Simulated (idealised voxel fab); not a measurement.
A process module follows: voxel spacer lines.
Shown is cross-section cut, with a width of 150 nm and square cells of size 5 nm.
The cross-sections in this document take the form of a grid made of square cells. They are written out as bands, in order from top to bottom. Each band consists of one or more rows of cells. Read a band's entry like this: the first values are the height of its top and the height of its bottom in nm, and what follows is the sequence of materials from left to right, each with its width in nm. Note that "air" is empty space, and that a single material marked "everywhere" reaches across the band from edge to edge. Where do heights start? At 0: under that level the wafer as delivered is made of one material only. And the lowest band has no floor; it just carries on downward, as in "0 and below". Think of "30..40" as a width that walks from the first number to the second as you go down the band, top row to bottom row, taking equal-sized steps from row to row. What does "nothing altered" mean for a step? It means no cell of the cross-section changed in that step. Listed in "Encapsulated voids": every empty space of 8 or more cells without an open way to the top. Form: width x height at distance, the distance being from the left edge, all in nm. Note: text after step settings on the step line = simulator remark on that step. On any step carrying a mask, the "overlay nm" setting, if present on the step's line, tells how far right of its planned place the mask lay; negative values point to the left.
**The steps planned for the process are as follows**
1 RECEIVE [material Si]
2 CONFORMAL_DEP [material Al2O3] [thk nm 5]
3 DIRECTIONAL_DEP [material W] [thk nm 10]
4 DIRECTIONAL_DEP [material polySi] [thk nm 20]
5 PATTERN [tone cover] [mask id MANDREL] [material resist] [width nm 15] [pitch nm 50] [thk nm 25] [overlay nm 0]
6 DIRECTIONAL_ETCH [etch materials polySi] [depth nm 20]
7 STRIP [etch materials resist]
8 CONFORMAL_DEP [material SiN] [thk nm 10]
9 DIRECTIONAL_ETCH [etch materials SiN] [depth nm 10]
10 STRIP [etch materials polySi]
11 DIRECTIONAL_ETCH [etch materials W] [depth nm 10]
12 STRIP [etch materials SiN]
13 FILL_DEP [material SiO2] [thk nm 5]
14 CMP [height nm 15]
**So this is the incoming wafer in cross-section - it's already been through step 1**
* 0 and below | Si everywhere
* Encapsulated voids: none
**Starting wafer: above. Plan: above. Run: one mistake. Cross-section after the module: below**
* 15 down to 10 | SiO2 everywhere
* 10 down to 0 | SiO2 30 / W 10 / SiO2 15 / W 10 / SiO2 15 / W 10 / SiO2 15 / W 10 / SiO2 35
* 0 and below | Si everywhere
* Encapsulated voids: none
Where did the run depart from the plan? step 2 of the plan was omitted and not executed
